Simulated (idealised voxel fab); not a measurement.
Documented hereafter: the process module known as voxel fin reveal.
Cross-section cut: width 165 nm, square cells of 5 nm.
For the purposes of this document, a cross-section shall be understood as a grid of square cells, specified as bands listed in top-to-bottom order, each band consisting of one or more rows of cells. Band: top and bottom heights (nm) first, top before bottom; then materials from left to right, widths in nm. "edge to edge" marks a sole material filling the band edge to edge. "blank" denotes empty space. Measure heights from 0. That's the level where, below it, the as-received wafer is all one material. The lowest band is bottomless and extends downward; write it as in "top 0, no bottom". The expression "30 to 40" gives the width at the extremes of the band, the first number at its top row of cells and the second at its bottom row, with the width changing by equal amounts from each row to the next in between. Step note "all unchanged" = no cross-section cell changed. The entry "Enclosed empty spaces" lists the empty spaces that cover at least 8 cells and have no open path to the top. Each is written as width x height at distance, where the distance is measured from the left edge and all three values are in nm. Post-settings text on a step line: simulator's own remark regarding the step. overlay nm: how far to the right of its planned place the mask lay on this masked step (negative: to the left). Below you will find pairs of cross-sections. In each, one shows the wafer before one process step and the other after it, with the after view ending at the lowest band that changed. Under each pair is the step separating them, along with its settings. Do not assume the pairs form a chain: they can come from different runs of this module on the same starting wafer, and a pair continues from the pair above it only when its "Prior state" entry says so.
[Prior state]
top 0, no bottom  Si edge to edge
Enclosed empty spaces: none
[Post-Step Snapshot]
top 5, bottom 0  SiN edge to edge
Anything lower than 0 is untouched.
Enclosed empty spaces: none
The transition between the preceding cross-sections is accomplished by CONFORMAL_DEP | material SiN | thk nm 5
Prior state: It is represented by the cross-section appearing after the step of the pair directly above.
[Post-Step Snapshot]
top 25, bottom 5  blank=20  resist=15  blank=20  resist=15  blank=20  resist=15  blank=20  resist=15  blank=25
Anything lower than 5 is untouched.
Enclosed empty spaces: none
The transition between the preceding cross-sections is accomplished by PATTERN | tone cover | mask id FINS | material resist | width nm 15 | pitch nm 35 | thk nm 20 | overlay nm 0
Prior state: It is represented by the cross-section appearing after the step of the pair directly above.
[Post-Step Snapshot]
top 25, bottom 5  blank=20  resist=15  blank=20  resist=15  blank=20  resist=15  blank=20  resist=15  blank=25
top 5, bottom 0  blank=20  SiN=15  blank=20  SiN=15  blank=20  SiN=15  blank=20  SiN=15  blank=25
Anything lower than 0 is untouched.
Enclosed empty spaces: none
The transition between the preceding cross-sections is accomplished by DIRECTIONAL_ETCH | etch materials SiN | depth nm 5
Prior state: It is represented by the cross-section appearing after the step of the pair directly above.
[Post-Step Snapshot]
top 25, bottom 5  blank=20  resist=15  blank=20  resist=15  blank=20  resist=15  blank=20  resist=15  blank=25
top 5, bottom 0  blank=20  SiN=15  blank=20  SiN=15  blank=20  SiN=15  blank=20  SiN=15  blank=25
top 0, bottom -30  blank=20  Si=15  blank=20  Si=15  blank=20  Si=15  blank=20  Si=15  blank=25
Anything lower than -30 is untouched.
Enclosed empty spaces: none
The transition between the preceding cross-sections is accomplished by DIRECTIONAL_ETCH | etch materials Si | depth nm 30
Prior state: It is represented by the cross-section appearing after the step of the pair directly above.
[Post-Step Snapshot]
top 5, bottom 0  blank=20  SiN=15  blank=20  SiN=15  blank=20  SiN=15  blank=20  SiN=15  blank=25
Anything lower than 0 is untouched.
Enclosed empty spaces: none
The transition between the preceding cross-sections is accomplished by STRIP | etch materials resist
Prior state: It is represented by the cross-section appearing after the step of the pair directly above.
[Post-Step Snapshot]
top 5, bottom 0  blank=20  SiN=15  blank=20  SiN=15  blank=20  SiN=15  blank=20  SiN=15  blank=25
top 0, bottom -30  blank=20  SiO2=5  Si=5  SiO2=5  blank=20  SiO2=5  Si=5  SiO2=5  blank=20  SiO2=5  Si=5  SiO2=5  blank=20  SiO2=5  Si=5  SiO2=5  blank=25
top -30, bottom -35  SiO2=25  Si=5  SiO2=30  Si=5  SiO2=30  Si=5  SiO2=30  Si=5  SiO2=30
Anything lower than -35 is untouched.
Enclosed empty spaces: none
The transition between the preceding cross-sections is accomplished by OXIDIZE | depth nm 5
Prior state: It is represented by the cross-section appearing after the step of the pair directly above.
[Post-Step Snapshot]
top 10, bottom 5  SiO2 edge to edge
top 5, bottom 0  SiO2=20  SiN=15  SiO2=20  SiN=15  SiO2=20  SiN=15  SiO2=20  SiN=15  SiO2=25
top 0, bottom -35  SiO2=25  Si=5  SiO2=30  Si=5  SiO2=30  Si=5  SiO2=30  Si=5  SiO2=30
Anything lower than -35 is untouched.
Enclosed empty spaces: none
The transition between the preceding cross-sections is accomplished by FILL_DEP | material SiO2 | thk nm 5
Prior state: It is represented by the cross-section appearing after the step of the pair directly above.
[Post-Step Snapshot]
top 5, bottom 0  SiO2=20  SiN=15  SiO2=20  SiN=15  SiO2=20  SiN=15  SiO2=20  SiN=15  SiO2=25
Anything lower than 0 is untouched.
Enclosed empty spaces: none
The transition between the preceding cross-sections is accomplished by CMP | height nm 5
Prior state: It is represented by the cross-section appearing after the step of the pair directly above.
[Post-Step Snapshot]
top 5, bottom 0  blank=20  SiN=15  blank=20  SiN=15  blank=20  SiN=15  blank=20  SiN=15  blank=25
top 0, bottom -15  blank=25  Si=5  blank=30  Si=5  blank=30  Si=5  blank=30  Si=5  blank=30
Anything lower than -15 is untouched.
Enclosed empty spaces: none
The transition between the preceding cross-sections is accomplished by SELECTIVE_ETCH | etch materials SiO2 | depth nm 20
Prior state: It is represented by the cross-section appearing after the step of the pair directly above.
[Post-Step Snapshot]
top 0, bottom -15  blank=25  Si=5  blank=30  Si=5  blank=30  Si=5  blank=30  Si=5  blank=30
Anything lower than -15 is untouched.
Enclosed empty spaces: none
The transition between the preceding cross-sections is accomplished by STRIP | etch materials SiN
Prior state: It is represented by the cross-section appearing after the step of the pair directly above.
[Post-Step Snapshot]
top 5, bottom 0  blank=20  HfO2=15  blank=20  HfO2=15  blank=20  HfO2=15  blank=20  HfO2=15  blank=25
top 0, bottom -10  blank=20  HfO2=5  Si=5  HfO2=5  blank=20  HfO2=5  Si=5  HfO2=5  blank=20  HfO2=5  Si=5  HfO2=5  blank=20  HfO2=5  Si=5  HfO2=5  blank=25
top -10, bottom -15  HfO2=25  Si=5  HfO2=30  Si=5  HfO2=30  Si=5  HfO2=30  Si=5  HfO2=30
Anything lower than -15 is untouched.
Enclosed empty spaces: none
The transition between the preceding cross-sections is accomplished by CONFORMAL_DEP | material HfO2 | thk nm 5
[Prior state]
top 5, bottom 0  blank=20  SiN=15  blank=20  SiN=15  blank=20  SiN=15  blank=20  SiN=15  blank=25
top 0, bottom -15  blank=25  Si=5  blank=30  Si=5  blank=30  Si=5  blank=30  Si=5  blank=30
top -15, bottom -35  SiO2=25  Si=5  SiO2=30  Si=5  SiO2=30  Si=5  SiO2=30  Si=5  SiO2=30
top -35, no bottom  Si edge to edge
Enclosed empty spaces: none
[Post-Step Snapshot]
top 5, bottom 0  blank=20  SiN=15  blank=20  SiN=15  blank=20  SiN=15  blank=20  SiN=15  blank=25
top 0, bottom -35  blank=25  Si=5  blank=30  Si=5  blank=30  Si=5  blank=30  Si=5  blank=30
Anything lower than -35 is untouched.
Enclosed empty spaces: none
The transition between the preceding cross-sections is accomplished by SELECTIVE_ETCH | etch materials SiO2 | depth nm 20
Prior state: It is represented by the cross-section appearing after the step of the pair directly above.
[Post-Step Snapshot]
top 0, bottom -35  blank=25  Si=5  blank=30  Si=5  blank=30  Si=5  blank=30  Si=5  blank=30
Anything lower than -35 is untouched.
Enclosed empty spaces: none
The transition between the preceding cross-sections is accomplished by STRIP | etch materials SiN
Prior state: It is represented by the cross-section appearing after the step of the pair directly above.
[Post-Step Snapshot]
top 5, bottom 0  blank=20  HfO2=15  blank=20  HfO2=15  blank=20  HfO2=15  blank=20  HfO2=15  blank=25
top 0, bottom -30  blank=20  HfO2=5  Si=5  HfO2=5  blank=20  HfO2=5  Si=5  HfO2=5  blank=20  HfO2=5  Si=5  HfO2=5  blank=20  HfO2=5  Si=5  HfO2=5  blank=25
top -30, bottom -35  HfO2=25  Si=5  HfO2=30  Si=5  HfO2=30  Si=5  HfO2=30  Si=5  HfO2=30
Anything lower than -35 is untouched.
Enclosed empty spaces: none
The transition between the preceding cross-sections is accomplished by CONFORMAL_DEP | material HfO2 | thk nm 5
[Prior state]
top 5, bottom 0  SiO2=20  SiN=15  SiO2=20  SiN=15  SiO2=20  SiN=15  SiO2=20  SiN=15  SiO2=25
top 0, bottom -35  SiO2=25  Si=5  SiO2=30  Si=5  SiO2=30  Si=5  SiO2=30  Si=5  SiO2=30
top -35, no bottom  Si edge to edge
Enclosed empty spaces: none
[Post-Step Snapshot]
top 5, bottom 0  SiO2=20  blank=15  SiO2=20  blank=15  SiO2=20  blank=15  SiO2=20  blank=15  SiO2=25
Anything lower than 0 is untouched.
Enclosed empty spaces: none
The transition between the preceding cross-sections is accomplished by STRIP | etch materials SiN
Prior state: It is represented by the cross-section appearing after the step of the pair directly above.
[Post-Step Snapshot]
top 0, bottom -15  blank=25  Si=5  blank=30  Si=5  blank=30  Si=5  blank=30  Si=5  blank=30
top -15, bottom -20  blank=25  Si=5  blank=30  Si=5  blank=30  Si=5  blank=30  Si=5  blank=25  SiO2=5
Anything lower than -20 is untouched.
Enclosed empty spaces: none
The transition between the preceding cross-sections is accomplished by SELECTIVE_ETCH | etch materials SiO2 | depth nm 20
Prior state: It is represented by the cross-section appearing after the step of the pair directly above.
[Post-Step Snapshot]
top 5, bottom 0  blank=20  HfO2=15  blank=20  HfO2=15  blank=20  HfO2=15  blank=20  HfO2=15  blank=25
top 0, bottom -10  blank=20  HfO2=5  Si=5  HfO2=5  blank=20  HfO2=5  Si=5  HfO2=5  blank=20  HfO2=5  Si=5  HfO2=5  blank=20  HfO2=5  Si=5  HfO2=5  blank=25
top -10, bottom -15  blank=20  HfO2=5  Si=5  HfO2=5  blank=20  HfO2=5  Si=5  HfO2=5  blank=20  HfO2=5  Si=5  HfO2=5  blank=20  HfO2=5  Si=5  HfO2=5  blank=15  HfO2=10
top -15, bottom -20  HfO2=25  Si=5  HfO2=30  Si=5  HfO2=30  Si=5  HfO2=30  Si=5  HfO2=25  SiO2=5
Anything lower than -20 is untouched.
Enclosed empty spaces: none
The transition between the preceding cross-sections is accomplished by CONFORMAL_DEP | material HfO2 | thk nm 5
[Prior state]
top 0, bottom -15  blank=25  Si=5  blank=30  Si=5  blank=30  Si=5  blank=30  Si=5  blank=30
top -15, bottom -35  SiO2=25  Si=5  SiO2=30  Si=5  SiO2=30  Si=5  SiO2=30  Si=5  SiO2=30
top -35, no bottom  Si edge to edge
Enclosed empty spaces: none
[Post-Step Snapshot]
top 15, bottom 0  blank=10  HfO2=140  blank=15
top 0, bottom -15  HfO2=25  Si=5  HfO2=30  Si=5  HfO2=30  Si=5  HfO2=30  Si=5  HfO2=30
Anything lower than -15 is untouched.
Enclosed empty spaces: none
The transition between the preceding cross-sections is accomplished by CONFORMAL_DEP | material HfO2 | thk nm 15
[Prior state]
top 5, bottom 0  SiN edge to edge
top 0, no bottom  Si edge to edge
Enclosed empty spaces: none
[Post-Step Snapshot]
top 25, bottom 5  blank=20  resist=20  blank=15  resist=20  blank=15  resist=20  blank=15  resist=20  blank=20
Anything lower than 5 is untouched.
Enclosed empty spaces: none
The transition between the preceding cross-sections is accomplished by PATTERN | tone cover | mask id FINS | material resist | width nm 20 | pitch nm 35 | thk nm 20 | overlay nm 0
Prior state: It is represented by the cross-section appearing after the step of the pair directly above.
[Post-Step Snapshot]
top 25, bottom 5  blank=20  resist=20  blank=15  resist=20  blank=15  resist=20  blank=15  resist=20  blank=20
top 5, bottom 0  blank=20  SiN=20  blank=15  SiN=20  blank=15  SiN=20  blank=15  SiN=20  blank=20
Anything lower than 0 is untouched.
Enclosed empty spaces: none
The transition between the preceding cross-sections is accomplished by DIRECTIONAL_ETCH | etch materials SiN | depth nm 5
Prior state: It is represented by the cross-section appearing after the step of the pair directly above.
[Post-Step Snapshot]
top 25, bottom 5  blank=20  resist=20  blank=15  resist=20  blank=15  resist=20  blank=15  resist=20  blank=20
top 5, bottom 0  blank=20  SiN=20  blank=15  SiN=20  blank=15  SiN=20  blank=15  SiN=20  blank=20
top 0, bottom -30  blank=20  Si=20  blank=15  Si=20  blank=15  Si=20  blank=15  Si=20  blank=20
Anything lower than -30 is untouched.
Enclosed empty spaces: none
The transition between the preceding cross-sections is accomplished by DIRECTIONAL_ETCH | etch materials Si | depth nm 30
Prior state: It is represented by the cross-section appearing after the step of the pair directly above.
[Post-Step Snapshot]
top 5, bottom 0  blank=20  SiN=20  blank=15  SiN=20  blank=15  SiN=20  blank=15  SiN=20  blank=20
Anything lower than 0 is untouched.
Enclosed empty spaces: none
The transition between the preceding cross-sections is accomplished by STRIP | etch materials resist
Prior state: It is represented by the cross-section appearing after the step of the pair directly above.
[Post-Step Snapshot]
top 5, bottom 0  blank=20  SiN=20  blank=15  SiN=20  blank=15  SiN=20  blank=15  SiN=20  blank=20
top 0, bottom -30  blank=20  SiO2=5  Si=10  SiO2=5  blank=15  SiO2=5  Si=10  SiO2=5  blank=15  SiO2=5  Si=10  SiO2=5  blank=15  SiO2=5  Si=10  SiO2=5  blank=20
top -30, bottom -35  SiO2=25  Si=10  SiO2=25  Si=10  SiO2=25  Si=10  SiO2=25  Si=10  SiO2=25
Anything lower than -35 is untouched.
Enclosed empty spaces: none
The transition between the preceding cross-sections is accomplished by OXIDIZE | depth nm 5
Prior state: It is represented by the cross-section appearing after the step of the pair directly above.
[Post-Step Snapshot]
top 10, bottom 5  SiO2 edge to edge
top 5, bottom 0  SiO2=20  SiN=20  SiO2=15  SiN=20  SiO2=15  SiN=20  SiO2=15  SiN=20  SiO2=20
top 0, bottom -35  SiO2=25  Si=10  SiO2=25  Si=10  SiO2=25  Si=10  SiO2=25  Si=10  SiO2=25
Anything lower than -35 is untouched.
Enclosed empty spaces: none
The transition between the preceding cross-sections is accomplished by FILL_DEP | material SiO2 | thk nm 5
Prior state: It is represented by the cross-section appearing after the step of the pair directly above.
[Post-Step Snapshot]
top 5, bottom 0  SiO2=20  SiN=20  SiO2=15  SiN=20  SiO2=15  SiN=20  SiO2=15  SiN=20  SiO2=20
Anything lower than 0 is untouched.
Enclosed empty spaces: none
The transition between the preceding cross-sections is accomplished by CMP | height nm 5
Prior state: It is represented by the cross-section appearing after the step of the pair directly above.
[Post-Step Snapshot]
top 5, bottom 0  blank=20  SiN=20  blank=15  SiN=20  blank=15  SiN=20  blank=15  SiN=20  blank=20
top 0, bottom -15  blank=25  Si=10  blank=25  Si=10  blank=25  Si=10  blank=25  Si=10  blank=25
Anything lower than -15 is untouched.
Enclosed empty spaces: none
The transition between the preceding cross-sections is accomplished by SELECTIVE_ETCH | etch materials SiO2 | depth nm 20
Prior state: It is represented by the cross-section appearing after the step of the pair directly above.
[Post-Step Snapshot]
top 0, bottom -15  blank=25  Si=10  blank=25  Si=10  blank=25  Si=10  blank=25  Si=10  blank=25
Anything lower than -15 is untouched.
Enclosed empty spaces: none
The transition between the preceding cross-sections is accomplished by STRIP | etch materials SiN
Prior state: It is represented by the cross-section appearing after the step of the pair directly above.
[Post-Step Snapshot]
top 5, bottom 0  blank=20  HfO2=20  blank=15  HfO2=20  blank=15  HfO2=20  blank=15  HfO2=20  blank=20
top 0, bottom -10  blank=20  HfO2=5  Si=10  HfO2=5  blank=15  HfO2=5  Si=10  HfO2=5  blank=15  HfO2=5  Si=10  HfO2=5  blank=15  HfO2=5  Si=10  HfO2=5  blank=20
top -10, bottom -15  HfO2=25  Si=10  HfO2=25  Si=10  HfO2=25  Si=10  HfO2=25  Si=10  HfO2=25
Anything lower than -15 is untouched.
Enclosed empty spaces: none
The transition between the preceding cross-sections is accomplished by CONFORMAL_DEP | material HfO2 | thk nm 5
[Prior state]
top 5, bottom 0  SiN edge to edge
top 0, no bottom  Si edge to edge
Enclosed empty spaces: none
[Post-Step Snapshot]
top 25, bottom 5  blank=30  resist=15  blank=20  resist=15  blank=20  resist=15  blank=20  resist=15  blank=15
Anything lower than 5 is untouched.
Enclosed empty spaces: none
The transition between the preceding cross-sections is accomplished by PATTERN | tone cover | mask id FINS | material resist | width nm 15 | pitch nm 35 | thk nm 20 | overlay nm 10
Prior state: It is represented by the cross-section appearing after the step of the pair directly above.
[Post-Step Snapshot]
top 25, bottom 5  blank=30  resist=15  blank=20  resist=15  blank=20  resist=15  blank=20  resist=15  blank=15
top 5, bottom 0  blank=30  SiN=15  blank=20  SiN=15  blank=20  SiN=15  blank=20  SiN=15  blank=15
Anything lower than 0 is untouched.
Enclosed empty spaces: none
The transition between the preceding cross-sections is accomplished by DIRECTIONAL_ETCH | etch materials SiN | depth nm 5
Prior state: It is represented by the cross-section appearing after the step of the pair directly above.
[Post-Step Snapshot]
top 25, bottom 5  blank=30  resist=15  blank=20  resist=15  blank=20  resist=15  blank=20  resist=15  blank=15
top 5, bottom 0  blank=30  SiN=15  blank=20  SiN=15  blank=20  SiN=15  blank=20  SiN=15  blank=15
top 0, bottom -30  blank=30  Si=15  blank=20  Si=15  blank=20  Si=15  blank=20  Si=15  blank=15
Anything lower than -30 is untouched.
Enclosed empty spaces: none
The transition between the preceding cross-sections is accomplished by DIRECTIONAL_ETCH | etch materials Si | depth nm 30
Prior state: It is represented by the cross-section appearing after the step of the pair directly above.
[Post-Step Snapshot]
top 5, bottom 0  blank=30  SiN=15  blank=20  SiN=15  blank=20  SiN=15  blank=20  SiN=15  blank=15
Anything lower than 0 is untouched.
Enclosed empty spaces: none
The transition between the preceding cross-sections is accomplished by STRIP | etch materials resist
Prior state: It is represented by the cross-section appearing after the step of the pair directly above.
[Post-Step Snapshot]
top 5, bottom 0  blank=30  SiN=15  blank=20  SiN=15  blank=20  SiN=15  blank=20  SiN=15  blank=15
top 0, bottom -30  blank=30  SiO2=5  Si=5  SiO2=5  blank=20  SiO2=5  Si=5  SiO2=5  blank=20  SiO2=5  Si=5  SiO2=5  blank=20  SiO2=5  Si=5  SiO2=5  blank=15
top -30, bottom -35  SiO2=35  Si=5  SiO2=30  Si=5  SiO2=30  Si=5  SiO2=30  Si=5  SiO2=20
Anything lower than -35 is untouched.
Enclosed empty spaces: none
The transition between the preceding cross-sections is accomplished by OXIDIZE | depth nm 5
Prior state: It is represented by the cross-section appearing after the step of the pair directly above.
[Post-Step Snapshot]
top 10, bottom 5  SiO2 edge to edge
top 5, bottom 0  SiO2=30  SiN=15  SiO2=20  SiN=15  SiO2=20  SiN=15  SiO2=20  SiN=15  SiO2=15
top 0, bottom -35  SiO2=35  Si=5  SiO2=30  Si=5  SiO2=30  Si=5  SiO2=30  Si=5  SiO2=20
Anything lower than -35 is untouched.
Enclosed empty spaces: none
The transition between the preceding cross-sections is accomplished by FILL_DEP | material SiO2 | thk nm 5
Prior state: It is represented by the cross-section appearing after the step of the pair directly above.
[Post-Step Snapshot]
top 5, bottom 0  SiO2=30  SiN=15  SiO2=20  SiN=15  SiO2=20  SiN=15  SiO2=20  SiN=15  SiO2=15
Anything lower than 0 is untouched.
Enclosed empty spaces: none
The transition between the preceding cross-sections is accomplished by CMP | height nm 5
Prior state: It is represented by the cross-section appearing after the step of the pair directly above.
[Post-Step Snapshot]
top 5, bottom 0  blank=30  SiN=15  blank=20  SiN=15  blank=20  SiN=15  blank=20  SiN=15  blank=15
top 0, bottom -15  blank=35  Si=5  blank=30  Si=5  blank=30  Si=5  blank=30  Si=5  blank=20
Anything lower than -15 is untouched.
Enclosed empty spaces: none
The transition between the preceding cross-sections is accomplished by SELECTIVE_ETCH | etch materials SiO2 | depth nm 20
Prior state: It is represented by the cross-section appearing after the step of the pair directly above.
[Post-Step Snapshot]
top 0, bottom -15  blank=35  Si=5  blank=30  Si=5  blank=30  Si=5  blank=30  Si=5  blank=20
Anything lower than -15 is untouched.
Enclosed empty spaces: none
The transition between the preceding cross-sections is accomplished by STRIP | etch materials SiN
Prior state: It is represented by the cross-section appearing after the step of the pair directly above.
[Post-Step Snapshot]
top 5, bottom 0  blank=30  HfO2=15  blank=20  HfO2=15  blank=20  HfO2=15  blank=20  HfO2=15  blank=15
top 0, bottom -10  blank=30  HfO2=5  Si=5  HfO2=5  blank=20  HfO2=5  Si=5  HfO2=5  blank=20  HfO2=5  Si=5  HfO2=5  blank=20  HfO2=5  Si=5  HfO2=5  blank=15
top -10, bottom -15  HfO2=35  Si=5  HfO2=30  Si=5  HfO2=30  Si=5  HfO2=30  Si=5  HfO2=20
Anything lower than -15 is untouched.
Enclosed empty spaces: none
The transition between the preceding cross-sections is accomplished by CONFORMAL_DEP | material HfO2 | thk nm 5
[Prior state]
top 0, bottom -15  blank=25  Si=5  blank=30  Si=5  blank=30  Si=5  blank=30  Si=5  blank=30
top -15, bottom -35  SiO2=25  Si=5  SiO2=30  Si=5  SiO2=30  Si=5  SiO2=30  Si=5  SiO2=30
top -35, no bottom  Si edge to edge
Enclosed empty spaces: none
[Post-Step Snapshot]
top 5, bottom 0  blank=20  SiO2=15  blank=20  SiO2=15  blank=20  SiO2=15  blank=20  SiO2=15  blank=25
top 0, bottom -10  blank=20  SiO2=5  Si=5  SiO2=5  blank=20  SiO2=5  Si=5  SiO2=5  blank=20  SiO2=5  Si=5  SiO2=5  blank=20  SiO2=5  Si=5  SiO2=5  blank=25
top -10, bottom -35  SiO2=25  Si=5  SiO2=30  Si=5  SiO2=30  Si=5  SiO2=30  Si=5  SiO2=30
Anything lower than -35 is untouched.
Enclosed empty spaces: none
The transition between the preceding cross-sections is accomplished by CONFORMAL_DEP | material SiO2 | thk nm 5
[Prior state]
top 5, bottom 0  SiN edge to edge
top 0, no bottom  Si edge to edge
Enclosed empty spaces: none
[Post-Step Snapshot]
top 25, bottom 5  resist=20  blank=15  resist=20  blank=15  resist=20  blank=15  resist=20  blank=15  resist=25
Anything lower than 5 is untouched.
Enclosed empty spaces: none
The transition between the preceding cross-sections is accomplished by PATTERN | tone open | mask id FINS | material resist | width nm 15 | pitch nm 35 | thk nm 20 | overlay nm 0
Prior state: It is represented by the cross-section appearing after the step of the pair directly above.
[Post-Step Snapshot]
top 25, bottom 5  resist=20  blank=15  resist=20  blank=15  resist=20  blank=15  resist=20  blank=15  resist=25
top 5, bottom 0  SiN=20  blank=15  SiN=20  blank=15  SiN=20  blank=15  SiN=20  blank=15  SiN=25
Anything lower than 0 is untouched.
Enclosed empty spaces: none
The transition between the preceding cross-sections is accomplished by DIRECTIONAL_ETCH | etch materials SiN | depth nm 5
Prior state: It is represented by the cross-section appearing after the step of the pair directly above.
[Post-Step Snapshot]
top 25, bottom 5  resist=20  blank=15  resist=20  blank=15  resist=20  blank=15  resist=20  blank=15  resist=25
top 5, bottom 0  SiN=20  blank=15  SiN=20  blank=15  SiN=20  blank=15  SiN=20  blank=15  SiN=25
top 0, bottom -30  Si=20  blank=15  Si=20  blank=15  Si=20  blank=15  Si=20  blank=15  Si=25
Anything lower than -30 is untouched.
Enclosed empty spaces: none
The transition between the preceding cross-sections is accomplished by DIRECTIONAL_ETCH | etch materials Si | depth nm 30
Prior state: It is represented by the cross-section appearing after the step of the pair directly above.
[Post-Step Snapshot]
top 5, bottom 0  SiN=20  blank=15  SiN=20  blank=15  SiN=20  blank=15  SiN=20  blank=15  SiN=25
Anything lower than 0 is untouched.
Enclosed empty spaces: none
The transition between the preceding cross-sections is accomplished by STRIP | etch materials resist
Prior state: It is represented by the cross-section appearing after the step of the pair directly above.
[Post-Step Snapshot]
top 5, bottom 0  SiN=20  blank=15  SiN=20  blank=15  SiN=20  blank=15  SiN=20  blank=15  SiN=25
top 0, bottom -30  Si=15  SiO2=5  blank=15  SiO2=5  Si=10  SiO2=5  blank=15  SiO2=5  Si=10  SiO2=5  blank=15  SiO2=5  Si=10  SiO2=5  blank=15  SiO2=5  Si=20
top -30, bottom -35  Si=15  SiO2=25  Si=10  SiO2=25  Si=10  SiO2=25  Si=10  SiO2=25  Si=20
Anything lower than -35 is untouched.
Enclosed empty spaces: none
The transition between the preceding cross-sections is accomplished by OXIDIZE | depth nm 5
Prior state: It is represented by the cross-section appearing after the step of the pair directly above.
[Post-Step Snapshot]
top 10, bottom 5  SiO2 edge to edge
top 5, bottom 0  SiN=20  SiO2=15  SiN=20  SiO2=15  SiN=20  SiO2=15  SiN=20  SiO2=15  SiN=25
top 0, bottom -35  Si=15  SiO2=25  Si=10  SiO2=25  Si=10  SiO2=25  Si=10  SiO2=25  Si=20
Anything lower than -35 is untouched.
Enclosed empty spaces: none
The transition between the preceding cross-sections is accomplished by FILL_DEP | material SiO2 | thk nm 5
Prior state: It is represented by the cross-section appearing after the step of the pair directly above.
[Post-Step Snapshot]
top 5, bottom 0  SiN=20  SiO2=15  SiN=20  SiO2=15  SiN=20  SiO2=15  SiN=20  SiO2=15  SiN=25
Anything lower than 0 is untouched.
Enclosed empty spaces: none
The transition between the preceding cross-sections is accomplished by CMP | height nm 5
Prior state: It is represented by the cross-section appearing after the step of the pair directly above.
[Post-Step Snapshot]
top 5, bottom 0  SiN=20  blank=15  SiN=20  blank=15  SiN=20  blank=15  SiN=20  blank=15  SiN=25
top 0, bottom -15  Si=15  blank=25  Si=10  blank=25  Si=10  blank=25  Si=10  blank=25  Si=20
Anything lower than -15 is untouched.
Enclosed empty spaces: none
The transition between the preceding cross-sections is accomplished by SELECTIVE_ETCH | etch materials SiO2 | depth nm 20
Prior state: It is represented by the cross-section appearing after the step of the pair directly above.
[Post-Step Snapshot]
top 0, bottom -15  Si=15  blank=25  Si=10  blank=25  Si=10  blank=25  Si=10  blank=25  Si=20
Anything lower than -15 is untouched.
Enclosed empty spaces: none
The transition between the preceding cross-sections is accomplished by STRIP | etch materials SiN
Prior state: It is represented by the cross-section appearing after the step of the pair directly above.
[Post-Step Snapshot]
top 5, bottom 0  HfO2=20  blank=15  HfO2=20  blank=15  HfO2=20  blank=15  HfO2=20  blank=15  HfO2=25
top 0, bottom -10  Si=15  HfO2=5  blank=15  HfO2=5  Si=10  HfO2=5  blank=15  HfO2=5  Si=10  HfO2=5  blank=15  HfO2=5  Si=10  HfO2=5  blank=15  HfO2=5  Si=20
top -10, bottom -15  Si=15  HfO2=25  Si=10  HfO2=25  Si=10  HfO2=25  Si=10  HfO2=25  Si=20
Anything lower than -15 is untouched.
Enclosed empty spaces: none
The transition between the preceding cross-sections is accomplished by CONFORMAL_DEP | material HfO2 | thk nm 5
